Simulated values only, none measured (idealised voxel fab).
Process module, titled voxel gate over fins
Cross-section cut spans 180 nm and uses square cells 5 nm in size.
Bands, listed from the top down, are how a cross-section gets written in this document; the cross-section itself is a grid of square cells, and a band is one or more rows of them.
Each band's line starts with the height of the band's top and of its bottom, in nm. Then come its materials from left to right, each with its width in nm. One material with "all across" fills the band from edge to edge. "air" is empty space.
Ref level 0: as-received wafer is one material below here. Bottom band extends down with no lower bound ("0 -> down").
A width given as "30->40" starts at the first number in the band's top row and ends at the second number in its bottom row, shifting by an equal amount at every step from row to row.
When a step is marked "same as before", none of the cells in the cross-section changed during that step.
Listed in "Enclosed cavity list": every empty space of 8 or more cells without an open way to the top. Form: width x height at distance, the distance being from the left edge, all in nm.
If you see something after the settings on a step's line, that's the simulator's own remark about that step.
The line of a step may include "overlay nm". On a step with a mask, this value is how far to the right of its planned place the mask lay. A negative value means the mask lay to the left.

-- Steps planned for the process
1,RECEIVE | material Si
2,CONFORMAL_DEP | material SiN | thk nm 5
3,DIRECTIONAL_DEP | material aC | thk nm 15
4,PATTERN | tone cover | mask id FINS | material resist | width nm 15 | pitch nm 40 | thk nm 35 | overlay nm 0
5,DIRECTIONAL_ETCH | etch materials aC | depth nm 15
6,STRIP | etch materials resist
7,DIRECTIONAL_ETCH | etch materials SiN | depth nm 5
8,DIRECTIONAL_ETCH | etch materials Si | depth nm 30
9,STRIP | etch materials aC
10,FILL_DEP | material SiO2 | thk nm 10
11,CMP | height nm 5
12,SELECTIVE_ETCH | etch materials SiO2 | depth nm 15
13,STRIP | etch materials SiN
14,CONFORMAL_DEP | material HfO2 | thk nm 5
15,CONFORMAL_DEP | material TiN | thk nm 5
16,FILL_DEP | material W | thk nm 10
17,CMP | height nm 15
18,CONFORMAL_DEP | material SiCN | thk nm 5

-- Cross-section of the wafer at receipt, which is the condition after step 1
    0 -> down = Si all across
    Enclosed cavity list: none

-- Wafer cross-section at module end: first of two, run to plan
    20 -> 15 = SiCN all across
    15 -> 10 = W all across
    10 -> 5 = 10 of W, then 35 of TiN, then 5 of W, then 35 of TiN, then 5 of W, then 35 of TiN, then 5 of W, then 35 of TiN, then 15 of W
    5 -> 0 = 10 of W, then 5 of TiN, then 25 of HfO2, then 5 of TiN, then 5 of W, then 5 of TiN, then 25 of HfO2, then 5 of TiN, then 5 of W, then 5 of TiN, then 25 of HfO2, then 5 of TiN, then 5 of W, then 5 of TiN, then 25 of HfO2, then 5 of TiN, then 15 of W
    0 -> -5 = 15 of TiN, then 5 of HfO2, then 15 of Si, then 5 of HfO2, then 15 of TiN, then 5 of HfO2, then 15 of Si, then 5 of HfO2, then 15 of TiN, then 5 of HfO2, then 15 of Si, then 5 of HfO2, then 15 of TiN, then 5 of HfO2, then 15 of Si, then 5 of HfO2, then 20 of TiN
    -5 -> -10 = 20 of HfO2, then 15 of Si, then 25 of HfO2, then 15 of Si, then 25 of HfO2, then 15 of Si, then 25 of HfO2, then 15 of Si, then 25 of HfO2
    -10 -> -30 = 20 of SiO2, then 15 of Si, then 25 of SiO2, then 15 of Si, then 25 of SiO2, then 15 of Si, then 25 of SiO2, then 15 of Si, then 25 of SiO2
    -30 -> down = Si all across
    Enclosed cavity list: none

-- Cross-sectional view of the second of two wafers upon completion of the module. This wafer shared its starting condition and process plan with the first; one error was made during its execution
    20 -> 15 = SiCN all across
    15 -> 10 = W all across
    10 -> 5 = 10 of W, then 35 of TiN, then 5 of W, then 35 of TiN, then 5 of W, then 35 of TiN, then 5 of W, then 35 of TiN, then 15 of W
    5 -> 0 = 10 of W, then 5 of TiN, then 25 of HfO2, then 5 of TiN, then 5 of W, then 5 of TiN, then 25 of HfO2, then 5 of TiN, then 5 of W, then 5 of TiN, then 25 of HfO2, then 5 of TiN, then 5 of W, then 5 of TiN, then 25 of HfO2, then 5 of TiN, then 15 of W
    0 -> -5 = 15 of TiN, then 5 of HfO2, then 15 of Si, then 5 of HfO2, then 5 of TiN, then 5 of W, then 5 of TiN, then 5 of HfO2, then 15 of Si, then 5 of HfO2, then 5 of TiN, then 5 of W, then 5 of TiN, then 5 of HfO2, then 15 of Si, then 5 of HfO2, then 5 of TiN, then 5 of W, then 5 of TiN, then 5 of HfO2, then 15 of Si, then 5 of HfO2, then 20 of TiN
    -5 -> -10 = 10 of HfO2, then 5 of TiN, then 5 of HfO2, then 15 of Si, then 5 of HfO2, then 15 of TiN, then 5 of HfO2, then 15 of Si, then 5 of HfO2, then 15 of TiN, then 5 of HfO2, then 15 of Si, then 5 of HfO2, then 15 of TiN, then 5 of HfO2, then 15 of Si, then 5 of HfO2, then 5 of TiN, then 15 of HfO2
    -10 -> -15 = 5 of SiO2, then 15 of HfO2, then 15 of Si, then 25 of HfO2, then 15 of Si, then 25 of HfO2, then 15 of Si, then 25 of HfO2, then 15 of Si, then 15 of HfO2, then 10 of SiO2
    -15 -> -30 = 20 of SiO2, then 15 of Si, then 25 of SiO2, then 15 of Si, then 25 of SiO2, then 15 of Si, then 25 of SiO2, then 15 of Si, then 25 of SiO2
    -30 -> down = Si all across
    Enclosed cavity list: none
What went wrong in running the wafer? step 12 ran in the slot meant for step 13, and vice versa
Heads up, by the end the second wafer has more or fewer cells of some materials compared to the first: HfO2: 10 more, SiO2: 21 fewer, TiN: 8 more, W: 3 more
